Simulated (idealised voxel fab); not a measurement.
Process module heading - voxel air gaps
Square cells of 5 nm make up the cross-section cut, whose width is 185 nm.
Just so we're on the same page, the cross-sections are grids of square cells, and they're listed out in bands top to bottom, each band one or more rows deep. The band entry comprises the height of the band's top followed by the height of its bottom, expressed in nm, and subsequently the band's materials from left to right, each stated together with its width in nm. Where a single material is marked with the word "everywhere", that material fills the band from edge to edge. The word "blank" represents empty space. Ref level 0: as-received wafer is one material below here. Bottom band extends down with no lower bound ("0 nm and below"). A width given as "30 to 40" starts at the first number in the band's top row and ends at the second number in its bottom row, shifting by an equal amount at every step from row to row. "everything unchanged" means the step left every cell of the cross-section as it was. This entry, "Sealed void list", enumerates those empty regions of no fewer than 8 cells that possess no open connection to the top. Each region is reported in the form width x height at distance, the distance being taken from the left edge, with all three quantities expressed in nm. It should be noted that, on the line of a given step, the content following the step's settings is a remark produced by the simulator itself with respect to that step. A step's line can hold "overlay nm"; with a mask on that step, the setting says how far right of the planned place the mask lay, while a negative setting says it lay to the left. Layout of what follows: cross-section pairs, each bracketing one process step, the after cross-section shown only to the lowest band that changed, the step between and its settings noted under each pair. Pairs may originate in different runs of this module on the same starting wafer; a pair continues from the pair above only where its entry headed "Status before step" says so.

Status before step
	0 nm and below | Si everywhere
	Sealed void list: none

After the Step
	15 nm to 0 nm | SiO2 everywhere
	Unchanged below 0.
	Sealed void list: none
Transition step, before and after shown above: CONFORMAL_DEP | material SiO2 | thk nm 15

Status before step: carried over from the after image of the pair right above.

After the Step
	20 nm to 15 nm | SiN everywhere
	Unchanged below 15.
	Sealed void list: none
Transition step, before and after shown above: CONFORMAL_DEP | material SiN | thk nm 5

Status before step: carried over from the after image of the pair right above.

After the Step
	60 nm to 20 nm | SiO2 everywhere
	Unchanged below 20.
	Sealed void list: none
Transition step, before and after shown above: DIRECTIONAL_DEP | material SiO2 | thk nm 40

Status before step: carried over from the after image of the pair right above.

After the Step
	75 nm to 60 nm | 30 nm resist, then 25 nm blank, then 25 nm resist, then 25 nm blank, then 25 nm resist, then 25 nm blank, then 30 nm resist
	Unchanged below 60.
	Sealed void list: none
Transition step, before and after shown above: PATTERN | tone open | mask id LINES | material resist | width nm 25 | pitch nm 50 | thk nm 15 | overlay nm 0

Status before step: carried over from the after image of the pair right above.

After the Step
	75 nm to 60 nm | 30 nm resist, then 25 nm blank, then 25 nm resist, then 25 nm blank, then 25 nm resist, then 25 nm blank, then 30 nm resist
	60 nm to 20 nm | 30 nm SiO2, then 25 nm blank, then 25 nm SiO2, then 25 nm blank, then 25 nm SiO2, then 25 nm blank, then 30 nm SiO2
	Unchanged below 20.
	Sealed void list: none
Transition step, before and after shown above: DIRECTIONAL_ETCH | etch materials SiO2 | depth nm 40

Status before step: carried over from the after image of the pair right above.

After the Step
	60 nm to 20 nm | 30 nm SiO2, then 25 nm blank, then 25 nm SiO2, then 25 nm blank, then 25 nm SiO2, then 25 nm blank, then 30 nm SiO2
	Unchanged below 20.
	Sealed void list: none
Transition step, before and after shown above: STRIP | etch materials resist

Status before step: carried over from the after image of the pair right above.

After the Step
	65 nm to 60 nm | 35 nm TiN, then 15 nm blank, then 35 nm TiN, then 15 nm blank, then 35 nm TiN, then 15 nm blank, then 35 nm TiN
	60 nm to 25 nm | 30 nm SiO2, then 5 nm TiN, then 15 nm blank, then 5 nm TiN, then 25 nm SiO2, then 5 nm TiN, then 15 nm blank, then 5 nm TiN, then 25 nm SiO2, then 5 nm TiN, then 15 nm blank, then 5 nm TiN, then 30 nm SiO2
	25 nm to 20 nm | 30 nm SiO2, then 25 nm TiN, then 25 nm SiO2, then 25 nm TiN, then 25 nm SiO2, then 25 nm TiN, then 30 nm SiO2
	Unchanged below 20.
	Sealed void list: none
Transition step, before and after shown above: CONFORMAL_DEP | material TiN | thk nm 5

Status before step: carried over from the after image of the pair right above.

After the Step
	75 nm to 65 nm | W everywhere
	65 nm to 60 nm | 35 nm TiN, then 15 nm W, then 35 nm TiN, then 15 nm W, then 35 nm TiN, then 15 nm W, then 35 nm TiN
	60 nm to 25 nm | 30 nm SiO2, then 5 nm TiN, then 15 nm W, then 5 nm TiN, then 25 nm SiO2, then 5 nm TiN, then 15 nm W, then 5 nm TiN, then 25 nm SiO2, then 5 nm TiN, then 15 nm W, then 5 nm TiN, then 30 nm SiO2
	Unchanged below 25.
	Sealed void list: none
Transition step, before and after shown above: FILL_DEP | material W | thk nm 10

Status before step: carried over from the after image of the pair right above.

After the Step
	60 nm to 25 nm | 30 nm SiO2, then 5 nm TiN, then 15 nm W, then 5 nm TiN, then 25 nm SiO2, then 5 nm TiN, then 15 nm W, then 5 nm TiN, then 25 nm SiO2, then 5 nm TiN, then 15 nm W, then 5 nm TiN, then 30 nm SiO2
	Unchanged below 25.
	Sealed void list: none
Transition step, before and after shown above: CMP | height nm 60

Status before step: carried over from the after image of the pair right above.

After the Step
	70 nm to 60 nm | 20 nm blank, then 45 nm Ru, then 5 nm blank, then 45 nm Ru, then 5 nm blank, then 45 nm Ru, then 20 nm blank
	Unchanged below 60.
	Sealed void list: none
Transition step, before and after shown above: EPI | material Ru | thk nm 10

Status before step: carried over from the after image of the pair right above.

After the Step
	70 nm to 60 nm | 20 nm blank, then 45 nm Ru, then 5 nm blank, then 45 nm Ru, then 5 nm blank, then 45 nm Ru, then 20 nm blank
	60 nm to 25 nm | 30 nm blank, then 5 nm TiN, then 15 nm W, then 5 nm TiN, then 25 nm blank, then 5 nm TiN, then 15 nm W, then 5 nm TiN, then 25 nm blank, then 5 nm TiN, then 15 nm W, then 5 nm TiN, then 30 nm blank
	25 nm to 20 nm | 30 nm blank, then 25 nm TiN, then 25 nm blank, then 25 nm TiN, then 25 nm blank, then 25 nm TiN, then 30 nm blank
	Unchanged below 20.
	Sealed void list: none
Transition step, before and after shown above: SELECTIVE_ETCH | etch materials SiO2 | depth nm 50

Status before step: carried over from the after image of the pair right above.

After the Step
	75 nm to 70 nm | 15 nm blank, then 155 nm SiCN, then 15 nm blank
	70 nm to 60 nm | 15 nm blank, then 5 nm SiCN, then 45 nm Ru, then 5 nm SiCN, then 45 nm Ru, then 5 nm SiCN, then 45 nm Ru, then 5 nm SiCN, then 15 nm blank
	60 nm to 55 nm | 15 nm blank, then 15 nm SiCN, then 5 nm TiN, then 15 nm W, then 5 nm TiN, then 25 nm SiCN, then 5 nm TiN, then 15 nm W, then 5 nm TiN, then 25 nm SiCN, then 5 nm TiN, then 15 nm W, then 5 nm TiN, then 15 nm SiCN, then 15 nm blank
	55 nm to 25 nm | 25 nm blank, then 5 nm SiCN, then 5 nm TiN, then 15 nm W, then 5 nm TiN, then 5 nm SiCN, then 15 nm blank, then 5 nm SiCN, then 5 nm TiN, then 15 nm W, then 5 nm TiN, then 5 nm SiCN, then 15 nm blank, then 5 nm SiCN, then 5 nm TiN, then 15 nm W, then 5 nm TiN, then 5 nm SiCN, then 25 nm blank
	25 nm to 20 nm | 30 nm SiCN, then 25 nm TiN, then 25 nm SiCN, then 25 nm TiN, then 25 nm SiCN, then 25 nm TiN, then 30 nm SiCN
	Unchanged below 20.
	Sealed void list: 15 x 30 at 60; 15 x 30 at 110
Transition step, before and after shown above: CONFORMAL_DEP | material SiCN | thk nm 5

Status before step
	15 nm to 0 nm | SiO2 everywhere
	0 nm and below | Si everywhere
	Sealed void list: none

After the Step
	55 nm to 0 nm | SiO2 everywhere
	Unchanged below 0.
	Sealed void list: none
Transition step, before and after shown above: DIRECTIONAL_DEP | material SiO2 | thk nm 40

Status before step: carried over from the after image of the pair right above.

After the Step
	70 nm to 55 nm | 30 nm resist, then 25 nm blank, then 25 nm resist, then 25 nm blank, then 25 nm resist, then 25 nm blank, then 30 nm resist
	Unchanged below 55.
	Sealed void list: none
Transition step, before and after shown above: PATTERN | tone open | mask id LINES | material resist | width nm 25 | pitch nm 50 | thk nm 15 | overlay nm 0

Status before step: carried over from the after image of the pair right above.

After the Step
	70 nm to 55 nm | 30 nm resist, then 25 nm blank, then 25 nm resist, then 25 nm blank, then 25 nm resist, then 25 nm blank, then 30 nm resist
	55 nm to 15 nm | 30 nm SiO2, then 25 nm blank, then 25 nm SiO2, then 25 nm blank, then 25 nm SiO2, then 25 nm blank, then 30 nm SiO2
	Unchanged below 15.
	Sealed void list: none
Transition step, before and after shown above: DIRECTIONAL_ETCH | etch materials SiO2 | depth nm 40

Status before step: carried over from the after image of the pair right above.

After the Step
	55 nm to 15 nm | 30 nm SiO2, then 25 nm blank, then 25 nm SiO2, then 25 nm blank, then 25 nm SiO2, then 25 nm blank, then 30 nm SiO2
	Unchanged below 15.
	Sealed void list: none
Transition step, before and after shown above: STRIP | etch materials resist

Status before step: carried over from the after image of the pair right above.

After the Step
	60 nm to 55 nm | 35 nm TiN, then 15 nm blank, then 35 nm TiN, then 15 nm blank, then 35 nm TiN, then 15 nm blank, then 35 nm TiN
	55 nm to 20 nm | 30 nm SiO2, then 5 nm TiN, then 15 nm blank, then 5 nm TiN, then 25 nm SiO2, then 5 nm TiN, then 15 nm blank, then 5 nm TiN, then 25 nm SiO2, then 5 nm TiN, then 15 nm blank, then 5 nm TiN, then 30 nm SiO2
	20 nm to 15 nm | 30 nm SiO2, then 25 nm TiN, then 25 nm SiO2, then 25 nm TiN, then 25 nm SiO2, then 25 nm TiN, then 30 nm SiO2
	Unchanged below 15.
	Sealed void list: none
Transition step, before and after shown above: CONFORMAL_DEP | material TiN | thk nm 5

Status before step: carried over from the after image of the pair right above.

After the Step
	70 nm to 60 nm | W everywhere
	60 nm to 55 nm | 35 nm TiN, then 15 nm W, then 35 nm TiN, then 15 nm W, then 35 nm TiN, then 15 nm W, then 35 nm TiN
	55 nm to 20 nm | 30 nm SiO2, then 5 nm TiN, then 15 nm W, then 5 nm TiN, then 25 nm SiO2, then 5 nm TiN, then 15 nm W, then 5 nm TiN, then 25 nm SiO2, then 5 nm TiN, then 15 nm W, then 5 nm TiN, then 30 nm SiO2
	Unchanged below 20.
	Sealed void list: none
Transition step, before and after shown above: FILL_DEP | material W | thk nm 10

Status before step: carried over from the after image of the pair right above.

After the Step
	60 nm to 55 nm | 35 nm TiN, then 15 nm W, then 35 nm TiN, then 15 nm W, then 35 nm TiN, then 15 nm W, then 35 nm TiN
	Unchanged below 55.
	Sealed void list: none
Transition step, before and after shown above: CMP | height nm 60

Status before step: carried over from the after image of the pair right above.

After the Step
	70 nm to 60 nm | Ru everywhere
	Unchanged below 60.
	Sealed void list: none
Transition step, before and after shown above: EPI | material Ru | thk nm 10

Status before step: carried over from the after image of the pair right above.

After the Step
	75 nm to 70 nm | SiCN everywhere
	Unchanged below 70.
	Sealed void list: none
Transition step, before and after shown above: CONFORMAL_DEP | material SiCN | thk nm 5

Status before step
	70 nm to 60 nm | 20 nm blank, then 45 nm Ru, then 5 nm blank, then 45 nm Ru, then 5 nm blank, then 45 nm Ru, then 20 nm blank
	60 nm to 25 nm | 30 nm SiO2, then 5 nm TiN, then 15 nm W, then 5 nm TiN, then 25 nm SiO2, then 5 nm TiN, then 15 nm W, then 5 nm TiN, then 25 nm SiO2, then 5 nm TiN, then 15 nm W, then 5 nm TiN, then 30 nm SiO2
	25 nm to 20 nm | 30 nm SiO2, then 25 nm TiN, then 25 nm SiO2, then 25 nm TiN, then 25 nm SiO2, then 25 nm TiN, then 30 nm SiO2
	20 nm to 15 nm | SiN everywhere
	15 nm to 0 nm | SiO2 everywhere
	0 nm and below | Si everywhere
	Sealed void list: none

After the Step
	80 nm to 60 nm | 10 nm blank, then 165 nm Ru, then 10 nm blank
	Unchanged below 60.
	Sealed void list: none
Transition step, before and after shown above: EPI | material Ru | thk nm 10

Status before step: carried over from the after image of the pair right above.

After the Step
	80 nm to 60 nm | 10 nm blank, then 165 nm Ru, then 10 nm blank
	60 nm to 25 nm | 30 nm blank, then 5 nm TiN, then 15 nm W, then 5 nm TiN, then 25 nm SiO2, then 5 nm TiN, then 15 nm W, then 5 nm TiN, then 25 nm SiO2, then 5 nm TiN, then 15 nm W, then 5 nm TiN, then 30 nm blank
	25 nm to 20 nm | 30 nm blank, then 25 nm TiN, then 25 nm SiO2, then 25 nm TiN, then 25 nm SiO2, then 25 nm TiN, then 30 nm blank
	Unchanged below 20.
	Sealed void list: none
Transition step, before and after shown above: SELECTIVE_ETCH | etch materials SiO2 | depth nm 50

Status before step: carried over from the after image of the pair right above.

After the Step
	85 nm to 80 nm | 5 nm blank, then 175 nm SiCN, then 5 nm blank
	80 nm to 60 nm | 5 nm blank, then 5 nm SiCN, then 165 nm Ru, then 5 nm SiCN, then 5 nm blank
	60 nm to 55 nm | 5 nm blank, then 25 nm SiCN, then 5 nm TiN, then 15 nm W, then 5 nm TiN, then 25 nm SiO2, then 5 nm TiN, then 15 nm W, then 5 nm TiN, then 25 nm SiO2, then 5 nm TiN, then 15 nm W, then 5 nm TiN, then 25 nm SiCN, then 5 nm blank
	55 nm to 25 nm | 25 nm blank, then 5 nm SiCN, then 5 nm TiN, then 15 nm W, then 5 nm TiN, then 25 nm SiO2, then 5 nm TiN, then 15 nm W, then 5 nm TiN, then 25 nm SiO2, then 5 nm TiN, then 15 nm W, then 5 nm TiN, then 5 nm SiCN, then 25 nm blank
	25 nm to 20 nm | 30 nm SiCN, then 25 nm TiN, then 25 nm SiO2, then 25 nm TiN, then 25 nm SiO2, then 25 nm TiN, then 30 nm SiCN
	Unchanged below 20.
	Sealed void list: none
Transition step, before and after shown above: CONFORMAL_DEP | material SiCN | thk nm 5

Status before step
	0 nm and below | Si everywhere
	Sealed void list: none

After the Step
	5 nm to 0 nm | SiN everywhere
	Unchanged below 0.
	Sealed void list: none
Transition step, before and after shown above: CONFORMAL_DEP | material SiN | thk nm 5

Status before step: carried over from the after image of the pair right above.

After the Step
	20 nm to 5 nm | SiO2 everywhere
	Unchanged below 5.
	Sealed void list: none
Transition step, before and after shown above: CONFORMAL_DEP | material SiO2 | thk nm 15

Status before step: carried over from the after image of the pair right above.

After the Step
	60 nm to 5 nm | SiO2 everywhere
	Unchanged below 5.
	Sealed void list: none
Transition step, before and after shown above: DIRECTIONAL_DEP | material SiO2 | thk nm 40

Status before step: carried over from the after image of the pair right above.

After the Step
	75 nm to 60 nm | 30 nm resist, then 25 nm blank, then 25 nm resist, then 25 nm blank, then 25 nm resist, then 25 nm blank, then 30 nm resist
	Unchanged below 60.
	Sealed void list: none
Transition step, before and after shown above: PATTERN | tone open | mask id LINES | material resist | width nm 25 | pitch nm 50 | thk nm 15 | overlay nm 0

Status before step: carried over from the after image of the pair right above.

After the Step
	75 nm to 60 nm | 30 nm resist, then 25 nm blank, then 25 nm resist, then 25 nm blank, then 25 nm resist, then 25 nm blank, then 30 nm resist
	60 nm to 20 nm | 30 nm SiO2, then 25 nm blank, then 25 nm SiO2, then 25 nm blank, then 25 nm SiO2, then 25 nm blank, then 30 nm SiO2
	Unchanged below 20.
	Sealed void list: none
Transition step, before and after shown above: DIRECTIONAL_ETCH | etch materials SiO2 | depth nm 40

Status before step: carried over from the after image of the pair right above.

After the Step
	60 nm to 20 nm | 30 nm SiO2, then 25 nm blank, then 25 nm SiO2, then 25 nm blank, then 25 nm SiO2, then 25 nm blank, then 30 nm SiO2
	Unchanged below 20.
	Sealed void list: none
Transition step, before and after shown above: STRIP | etch materials resist

Status before step: carried over from the after image of the pair right above.

After the Step
	65 nm to 60 nm | 35 nm TiN, then 15 nm blank, then 35 nm TiN, then 15 nm blank, then 35 nm TiN, then 15 nm blank, then 35 nm TiN
	60 nm to 25 nm | 30 nm SiO2, then 5 nm TiN, then 15 nm blank, then 5 nm TiN, then 25 nm SiO2, then 5 nm TiN, then 15 nm blank, then 5 nm TiN, then 25 nm SiO2, then 5 nm TiN, then 15 nm blank, then 5 nm TiN, then 30 nm SiO2
	25 nm to 20 nm | 30 nm SiO2, then 25 nm TiN, then 25 nm SiO2, then 25 nm TiN, then 25 nm SiO2, then 25 nm TiN, then 30 nm SiO2
	Unchanged below 20.
	Sealed void list: none
Transition step, before and after shown above: CONFORMAL_DEP | material TiN | thk nm 5

Status before step: carried over from the after image of the pair right above.

After the Step
	75 nm to 65 nm | W everywhere
	65 nm to 60 nm | 35 nm TiN, then 15 nm W, then 35 nm TiN, then 15 nm W, then 35 nm TiN, then 15 nm W, then 35 nm TiN
	60 nm to 25 nm | 30 nm SiO2, then 5 nm TiN, then 15 nm W, then 5 nm TiN, then 25 nm SiO2, then 5 nm TiN, then 15 nm W, then 5 nm TiN, then 25 nm SiO2, then 5 nm TiN, then 15 nm W, then 5 nm TiN, then 30 nm SiO2
	Unchanged below 25.
	Sealed void list: none
Transition step, before and after shown above: FILL_DEP | material W | thk nm 10

Status before step: carried over from the after image of the pair right above.

After the Step
	60 nm to 25 nm | 30 nm SiO2, then 5 nm TiN, then 15 nm W, then 5 nm TiN, then 25 nm SiO2, then 5 nm TiN, then 15 nm W, then 5 nm TiN, then 25 nm SiO2, then 5 nm TiN, then 15 nm W, then 5 nm TiN, then 30 nm SiO2
	Unchanged below 25.
	Sealed void list: none
Transition step, before and after shown above: CMP | height nm 60

Status before step: carried over from the after image of the pair right above.

After the Step
	70 nm to 60 nm | 20 nm blank, then 45 nm Ru, then 5 nm blank, then 45 nm Ru, then 5 nm blank, then 45 nm Ru, then 20 nm blank
	Unchanged below 60.
	Sealed void list: none
Transition step, before and after shown above: EPI | material Ru | thk nm 10

Status before step: carried over from the after image of the pair right above.

After the Step
	70 nm to 60 nm | 20 nm blank, then 45 nm Ru, then 5 nm blank, then 45 nm Ru, then 5 nm blank, then 45 nm Ru, then 20 nm blank
	60 nm to 25 nm | 30 nm blank, then 5 nm TiN, then 15 nm W, then 5 nm TiN, then 25 nm blank, then 5 nm TiN, then 15 nm W, then 5 nm TiN, then 25 nm blank, then 5 nm TiN, then 15 nm W, then 5 nm TiN, then 30 nm blank
	25 nm to 20 nm | 30 nm blank, then 25 nm TiN, then 25 nm blank, then 25 nm TiN, then 25 nm blank, then 25 nm TiN, then 30 nm blank
	20 nm to 10 nm | 40 nm blank, then 5 nm SiO2, then 45 nm blank, then 5 nm SiO2, then 45 nm blank, then 5 nm SiO2, then 40 nm blank
	Unchanged below 10.
	Sealed void list: none
Transition step, before and after shown above: SELECTIVE_ETCH | etch materials SiO2 | depth nm 50

Status before step: carried over from the after image of the pair right above.

After the Step
	75 nm to 70 nm | 15 nm blank, then 155 nm SiCN, then 15 nm blank
	70 nm to 60 nm | 15 nm blank, then 5 nm SiCN, then 45 nm Ru, then 5 nm SiCN, then 45 nm Ru, then 5 nm SiCN, then 45 nm Ru, then 5 nm SiCN, then 15 nm blank
	60 nm to 55 nm | 15 nm blank, then 15 nm SiCN, then 5 nm TiN, then 15 nm W, then 5 nm TiN, then 25 nm SiCN, then 5 nm TiN, then 15 nm W, then 5 nm TiN, then 25 nm SiCN, then 5 nm TiN, then 15 nm W, then 5 nm TiN, then 15 nm SiCN, then 15 nm blank
	55 nm to 25 nm | 25 nm blank, then 5 nm SiCN, then 5 nm TiN, then 15 nm W, then 5 nm TiN, then 5 nm SiCN, then 15 nm blank, then 5 nm SiCN, then 5 nm TiN, then 15 nm W, then 5 nm TiN, then 5 nm SiCN, then 15 nm blank, then 5 nm SiCN, then 5 nm TiN, then 15 nm W, then 5 nm TiN, then 5 nm SiCN, then 25 nm blank
	25 nm to 20 nm | 25 nm blank, then 5 nm SiCN, then 25 nm TiN, then 5 nm SiCN, then 15 nm blank, then 5 nm SiCN, then 25 nm TiN, then 5 nm SiCN, then 15 nm blank, then 5 nm SiCN, then 25 nm TiN, then 5 nm SiCN, then 25 nm blank
	20 nm to 15 nm | 25 nm blank, then 15 nm SiCN, then 5 nm SiO2, then 15 nm SiCN, then 15 nm blank, then 15 nm SiCN, then 5 nm SiO2, then 15 nm SiCN, then 15 nm blank, then 15 nm SiCN, then 5 nm SiO2, then 15 nm SiCN, then 25 nm blank
	15 nm to 10 nm | 40 nm SiCN, then 5 nm SiO2, then 45 nm SiCN, then 5 nm SiO2, then 45 nm SiCN, then 5 nm SiO2, then 40 nm SiCN
	Unchanged below 10.
	Sealed void list: 15 x 40 at 60; 15 x 40 at 110
Transition step, before and after shown above: CONFORMAL_DEP | material SiCN | thk nm 5

Status before step
	0 nm and below | Si everywhere
	Sealed void list: none

After the Step
	20 nm to 0 nm | SiO2 everywhere
	Unchanged below 0.
	Sealed void list: none
Transition step, before and after shown above: CONFORMAL_DEP | material SiO2 | thk nm 20

Status before step: carried over from the after image of the pair right above.

After the Step
	25 nm to 20 nm | SiN everywhere
	Unchanged below 20.
	Sealed void list: none
Transition step, before and after shown above: CONFORMAL_DEP | material SiN | thk nm 5

Status before step: carried over from the after image of the pair right above.

After the Step
	65 nm to 25 nm | SiO2 everywhere
	Unchanged below 25.
	Sealed void list: none
Transition step, before and after shown above: DIRECTIONAL_DEP | material SiO2 | thk nm 40

Status before step: carried over from the after image of the pair right above.

After the Step
	80 nm to 65 nm | 30 nm resist, then 25 nm blank, then 25 nm resist, then 25 nm blank, then 25 nm resist, then 25 nm blank, then 30 nm resist
	Unchanged below 65.
	Sealed void list: none
Transition step, before and after shown above: PATTERN | tone open | mask id LINES | material resist | width nm 25 | pitch nm 50 | thk nm 15 | overlay nm 0

Status before step: carried over from the after image of the pair right above.

After the Step
	80 nm to 65 nm | 30 nm resist, then 25 nm blank, then 25 nm resist, then 25 nm blank, then 25 nm resist, then 25 nm blank, then 30 nm resist
	65 nm to 25 nm | 30 nm SiO2, then 25 nm blank, then 25 nm SiO2, then 25 nm blank, then 25 nm SiO2, then 25 nm blank, then 30 nm SiO2
	Unchanged below 25.
	Sealed void list: none
Transition step, before and after shown above: DIRECTIONAL_ETCH | etch materials SiO2 | depth nm 40

Status before step: carried over from the after image of the pair right above.

After the Step
	65 nm to 25 nm | 30 nm SiO2, then 25 nm blank, then 25 nm SiO2, then 25 nm blank, then 25 nm SiO2, then 25 nm blank, then 30 nm SiO2
	Unchanged below 25.
	Sealed void list: none
Transition step, before and after shown above: STRIP | etch materials resist

Status before step: carried over from the after image of the pair right above.

After the Step
	70 nm to 65 nm | 35 nm TiN, then 15 nm blank, then 35 nm TiN, then 15 nm blank, then 35 nm TiN, then 15 nm blank, then 35 nm TiN
	65 nm to 30 nm | 30 nm SiO2, then 5 nm TiN, then 15 nm blank, then 5 nm TiN, then 25 nm SiO2, then 5 nm TiN, then 15 nm blank, then 5 nm TiN, then 25 nm SiO2, then 5 nm TiN, then 15 nm blank, then 5 nm TiN, then 30 nm SiO2
	30 nm to 25 nm | 30 nm SiO2, then 25 nm TiN, then 25 nm SiO2, then 25 nm TiN, then 25 nm SiO2, then 25 nm TiN, then 30 nm SiO2
	Unchanged below 25.
	Sealed void list: none
Transition step, before and after shown above: CONFORMAL_DEP | material TiN | thk nm 5

Status before step: carried over from the after image of the pair right above.

After the Step
	80 nm to 70 nm | W everywhere
	70 nm to 65 nm | 35 nm TiN, then 15 nm W, then 35 nm TiN, then 15 nm W, then 35 nm TiN, then 15 nm W, then 35 nm TiN
	65 nm to 30 nm | 30 nm SiO2, then 5 nm TiN, then 15 nm W, then 5 nm TiN, then 25 nm SiO2, then 5 nm TiN, then 15 nm W, then 5 nm TiN, then 25 nm SiO2, then 5 nm TiN, then 15 nm W, then 5 nm TiN, then 30 nm SiO2
	Unchanged below 30.
	Sealed void list: none
Transition step, before and after shown above: FILL_DEP | material W | thk nm 10

Status before step: carried over from the after image of the pair right above.

After the Step
	60 nm to 30 nm | 30 nm SiO2, then 5 nm TiN, then 15 nm W, then 5 nm TiN, then 25 nm SiO2, then 5 nm TiN, then 15 nm W, then 5 nm TiN, then 25 nm SiO2, then 5 nm TiN, then 15 nm W, then 5 nm TiN, then 30 nm SiO2
	Unchanged below 30.
	Sealed void list: none
Transition step, before and after shown above: CMP | height nm 60

Status before step: carried over from the after image of the pair right above.

After the Step
	70 nm to 60 nm | 20 nm blank, then 45 nm Ru, then 5 nm blank, then 45 nm Ru, then 5 nm blank, then 45 nm Ru, then 20 nm blank
	Unchanged below 60.
	Sealed void list: none
Transition step, before and after shown above: EPI | material Ru | thk nm 10

Status before step: carried over from the after image of the pair right above.

After the Step
	70 nm to 60 nm | 20 nm blank, then 45 nm Ru, then 5 nm blank, then 45 nm Ru, then 5 nm blank, then 45 nm Ru, then 20 nm blank
	60 nm to 30 nm | 30 nm blank, then 5 nm TiN, then 15 nm W, then 5 nm TiN, then 25 nm blank, then 5 nm TiN, then 15 nm W, then 5 nm TiN, then 25 nm blank, then 5 nm TiN, then 15 nm W, then 5 nm TiN, then 30 nm blank
	30 nm to 25 nm | 30 nm blank, then 25 nm TiN, then 25 nm blank, then 25 nm TiN, then 25 nm blank, then 25 nm TiN, then 30 nm blank
	Unchanged below 25.
	Sealed void list: none
Transition step, before and after shown above: SELECTIVE_ETCH | etch materials SiO2 | depth nm 50

Status before step: carried over from the after image of the pair right above.

After the Step
	75 nm to 70 nm | 15 nm blank, then 155 nm SiCN, then 15 nm blank
	70 nm to 60 nm | 15 nm blank, then 5 nm SiCN, then 45 nm Ru, then 5 nm SiCN, then 45 nm Ru, then 5 nm SiCN, then 45 nm Ru, then 5 nm SiCN, then 15 nm blank
	60 nm to 55 nm | 15 nm blank, then 15 nm SiCN, then 5 nm TiN, then 15 nm W, then 5 nm TiN, then 25 nm SiCN, then 5 nm TiN, then 15 nm W, then 5 nm TiN, then 25 nm SiCN, then 5 nm TiN, then 15 nm W, then 5 nm TiN, then 15 nm SiCN, then 15 nm blank
	55 nm to 30 nm | 25 nm blank, then 5 nm SiCN, then 5 nm TiN, then 15 nm W, then 5 nm TiN, then 5 nm SiCN, then 15 nm blank, then 5 nm SiCN, then 5 nm TiN, then 15 nm W, then 5 nm TiN, then 5 nm SiCN, then 15 nm blank, then 5 nm SiCN, then 5 nm TiN, then 15 nm W, then 5 nm TiN, then 5 nm SiCN, then 25 nm blank
	30 nm to 25 nm | 30 nm SiCN, then 25 nm TiN, then 25 nm SiCN, then 25 nm TiN, then 25 nm SiCN, then 25 nm TiN, then 30 nm SiCN
	Unchanged below 25.
	Sealed void list: 15 x 25 at 60; 15 x 25 at 110
Transition step, before and after shown above: CONFORMAL_DEP | material SiCN | thk nm 5

Status before step
	60 nm to 20 nm | SiO2 everywhere
	20 nm to 15 nm | SiN everywhere
	15 nm to 0 nm | SiO2 everywhere
	0 nm and below | Si everywhere
	Sealed void list: none

After the Step
	75 nm to 60 nm | 35 nm resist, then 20 nm blank, then 30 nm resist, then 20 nm blank, then 30 nm resist, then 20 nm blank, then 30 nm resist
	Unchanged below 60.
	Sealed void list: none
Transition step, before and after shown above: PATTERN | tone open | mask id LINES | material resist | width nm 20 | pitch nm 50 | thk nm 15 | overlay nm 0

Status before step: carried over from the after image of the pair right above.

After the Step
	75 nm to 60 nm | 35 nm resist, then 20 nm blank, then 30 nm resist, then 20 nm blank, then 30 nm resist, then 20 nm blank, then 30 nm resist
	60 nm to 20 nm | 35 nm SiO2, then 20 nm blank, then 30 nm SiO2, then 20 nm blank, then 30 nm SiO2, then 20 nm blank, then 30 nm SiO2
	Unchanged below 20.
	Sealed void list: none
Transition step, before and after shown above: DIRECTIONAL_ETCH | etch materials SiO2 | depth nm 40

Status before step: carried over from the after image of the pair right above.

After the Step
	60 nm to 20 nm | 35 nm SiO2, then 20 nm blank, then 30 nm SiO2, then 20 nm blank, then 30 nm SiO2, then 20 nm blank, then 30 nm SiO2
	Unchanged below 20.
	Sealed void list: none
Transition step, before and after shown above: STRIP | etch materials resist

Status before step: carried over from the after image of the pair right above.

After the Step
	65 nm to 60 nm | 40 nm TiN, then 10 nm blank, then 40 nm TiN, then 10 nm blank, then 40 nm TiN, then 10 nm blank, then 35 nm TiN
	60 nm to 25 nm | 35 nm SiO2, then 5 nm TiN, then 10 nm blank, then 5 nm TiN, then 30 nm SiO2, then 5 nm TiN, then 10 nm blank, then 5 nm TiN, then 30 nm SiO2, then 5 nm TiN, then 10 nm blank, then 5 nm TiN, then 30 nm SiO2
	25 nm to 20 nm | 35 nm SiO2, then 20 nm TiN, then 30 nm SiO2, then 20 nm TiN, then 30 nm SiO2, then 20 nm TiN, then 30 nm SiO2
	Unchanged below 20.
	Sealed void list: none
Transition step, before and after shown above: CONFORMAL_DEP | material TiN | thk nm 5

Status before step: carried over from the after image of the pair right above.

After the Step
	75 nm to 65 nm | W everywhere
	65 nm to 60 nm | 40 nm TiN, then 10 nm W, then 40 nm TiN, then 10 nm W, then 40 nm TiN, then 10 nm W, then 35 nm TiN
	60 nm to 25 nm | 35 nm SiO2, then 5 nm TiN, then 10 nm W, then 5 nm TiN, then 30 nm SiO2, then 5 nm TiN, then 10 nm W, then 5 nm TiN, then 30 nm SiO2, then 5 nm TiN, then 10 nm W, then 5 nm TiN, then 30 nm SiO2
	Unchanged below 25.
	Sealed void list: none
Transition step, before and after shown above: FILL_DEP | material W | thk nm 10

Status before step: carried over from the after image of the pair right above.

After the Step
	60 nm to 25 nm | 35 nm SiO2, then 5 nm TiN, then 10 nm W, then 5 nm TiN, then 30 nm SiO2, then 5 nm TiN, then 10 nm W, then 5 nm TiN, then 30 nm SiO2, then 5 nm TiN, then 10 nm W, then 5 nm TiN, then 30 nm SiO2
	Unchanged below 25.
	Sealed void list: none
Transition step, before and after shown above: CMP | height nm 60

Status before step: carried over from the after image of the pair right above.

After the Step
	70 nm to 60 nm | 25 nm blank, then 40 nm Ru, then 10 nm blank, then 40 nm Ru, then 10 nm blank, then 40 nm Ru, then 20 nm blank
	Unchanged below 60.
	Sealed void list: none
Transition step, before and after shown above: EPI | material Ru | thk nm 10
